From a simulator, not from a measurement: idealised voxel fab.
Presented below is a process module, voxel ribs on slabs.
The figure presents cross-section cut, which has a width of 145 nm and is divided into square cells with an edge length of 5 nm.
The cross-sections in this document take the form of a grid made of square cells. They are written out as bands, in order from top to bottom. Each band consists of one or more rows of cells. A band entry consists of two parts. The first gives the height of the band's top and the height of its bottom, in nm. The rest lists the band's materials from left to right, each with its width in nm. A single material labelled with the word "full width" fills the band from edge to edge, and the word "empty" marks empty space. Height is counted from the level 0, under which the received wafer is composed throughout of one material. The lowest of the bands is not closed at the bottom but continues downward, in the notation "top 0, no bottom". The expression "30 to 40" gives the width at the extremes of the band, the first number at its top row of cells and the second at its bottom row, with the width changing by equal amounts from each row to the next in between. Basically "changes: none" means that step didn't change any cell in the cross-section. "Enclosed void catalog" specifies each empty space that is not open to the top and that occupies no fewer than 8 cells, using the form width x height at distance, the distance measured from the left edge and all three quantities in nm. Read whatever lies past the settings on a step's line as the simulator's own remark about the step. overlay nm: step with mask; distance mask lay right of planned place; negative value = left of planned place.

# Steps planned for the process
1) RECEIVE [material Si]
2) DIRECTIONAL_DEP [material SiO2] [thk nm 25]
3) DIRECTIONAL_DEP [material polySi] [thk nm 15]
4) DIRECTIONAL_DEP [material aC] [thk nm 15]
5) PATTERN [tone cover] [mask id RIB] [material resist] [width nm 25] [thk nm 35] [overlay nm 0]
6) DIRECTIONAL_ETCH [etch materials aC] [depth nm 15]
7) STRIP [etch materials resist]
8) DIRECTIONAL_ETCH [etch materials polySi] [depth nm 10]
9) STRIP [etch materials aC]
10) DIRECTIONAL_DEP [material aC] [thk nm 10]
11) PATTERN [tone cover] [mask id SLAB] [material resist] [width nm 85] [thk nm 25] [overlay nm 0]
12) DIRECTIONAL_ETCH [etch materials aC] [depth nm 10]
13) STRIP [etch materials resist]
14) DIRECTIONAL_ETCH [etch materials polySi] [depth nm 5]
15) STRIP [etch materials aC]
16) FILL_DEP [material SiO2] [thk nm 20]
17) CMP [height nm 50]
18) DIRECTIONAL_DEP [material W] [thk nm 10]
19) PATTERN [tone cover] [mask id HEATER] [material resist] [width nm 35] [thk nm 15] [overlay nm 0]
20) DIRECTIONAL_ETCH [etch materials W] [depth nm 10]
21) STRIP [etch materials resist]
22) CONFORMAL_DEP [material SiN] [thk nm 10]

# Step 1 complete: cross-section of the wafer as received
  top 0, no bottom | Si full width
  Enclosed void catalog: none

# The first of the two wafers as seen in cross-section once the module was finished; processing followed the plan
  top 70, bottom 60 | empty=45  SiN=55  empty=45
  top 60, bottom 50 | SiN=55  W=35  SiN=55
  top 50, bottom 40 | SiO2 full width
  top 40, bottom 30 | SiO2=60  polySi=25  SiO2=60
  top 30, bottom 25 | SiO2=30  polySi=85  SiO2=30
  top 25, bottom 0 | SiO2 full width
  top 0, no bottom | Si full width
  Enclosed void catalog: none

# Cross-section, second wafer: same start as the first, same plan as the first, one mistake in running it; taken at the end of the module
  top 70, bottom 60 | empty=45  SiN=55  empty=45
  top 60, bottom 50 | SiN=55  W=35  SiN=55
  top 50, bottom 35 | SiO2 full width
  top 35, bottom 30 | SiO2=60  polySi=25  SiO2=60
  top 30, bottom 25 | polySi=30  SiO2=30  polySi=25  SiO2=30  polySi=30
  top 25, bottom 0 | SiO2 full width
  top 0, no bottom | Si full width
  Enclosed void catalog: none
What went wrong in running the wafer? step 11 ran differently from the plan; actual operation with settings: PATTERN [tone open] [mask id SLAB] [material resist] [width nm 85] [thk nm 25] [overlay nm 0]
Wrapping up, a cell-based count of both wafers puts the second over or under the first for these materials: SiO2: 5 more, polySi: 5 fewer
